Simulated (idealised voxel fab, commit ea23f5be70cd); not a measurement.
This section sets out a process module, namely voxel plated lines.
FYI the section here is cut, 180 nm wide, cells are 5 nm squares.
When this document writes out a cross-section, it uses a grid of square cells and lists it as bands, beginning at the top and moving down, with a band standing for one or more rows of cells. A band entry consists of two parts. The first gives the height of the band's top and the height of its bottom, in nm. The rest lists the band's materials from left to right, each with its width in nm. A single material labelled with the word "edge to edge" fills the band from edge to edge, and the word "empty" marks empty space. Counting heights begins at 0, where everything beneath is, in the wafer as received, one material. The lowest band has no bottom; it goes on downwards, as "0 -> down" shows. You'd read "30->40" like this: the band's top row of cells is as wide as the first number, its bottom row is as wide as the second, and going down, every row changes width by the same amount as the row before did. Given "no modification" for a step, no cell of the cross-section differs between before and after that step. Heads up: "Closed cavities" only lists the empty pockets with no open path to the top that are 8 cells or more, and it writes them as width x height at distance, distance from the left edge, in nm. Formally, on a step line, whatever follows the settings is a remark that the simulator itself makes on the step. Among the settings permitted on a step's line is "overlay nm"; applied to a step with a mask, it specifies the extent to which the mask lay to the right of its planned position, whereas a negative figure signifies a position to the left.

Plan
1) RECEIVE, material Si
2) CONFORMAL_DEP, material SiO2, thk nm 15
3) DIRECTIONAL_DEP, material TiN, thk nm 5
4) PATTERN, tone open, mask id LINES, material resist, width nm 15, pitch nm 30, thk nm 20, overlay nm 0
5) EPI, material Ru, thk nm 5
6) STRIP, etch materials resist
7) DIRECTIONAL_ETCH, etch materials TiN, depth nm 5
8) CONFORMAL_DEP, material SiO2, thk nm 5

Cross-section: wafer on arrival = after step 1
  0 -> down  Si edge to edge
  Closed cavities: none

One mistake in running the module, otherwise start and plan as above: cross-section at the end
  15 -> 10  60 empty, then 25 SiO2, then 5 empty, then 25 SiO2, then 65 empty
  10 -> 5  60 empty, then 5 SiO2, then 15 Ru, then 5 SiO2, then 5 empty, then 5 SiO2, then 15 Ru, then 5 SiO2, then 65 empty
  5 -> 0  65 SiO2, then 15 TiN, then 15 SiO2, then 15 TiN, then 70 SiO2
  0 -> down  Si edge to edge
  Closed cavities: none
In executing the process, a mistake was made relative to the plan: execution of step 2 of the plan did not take place, the step having been omitted
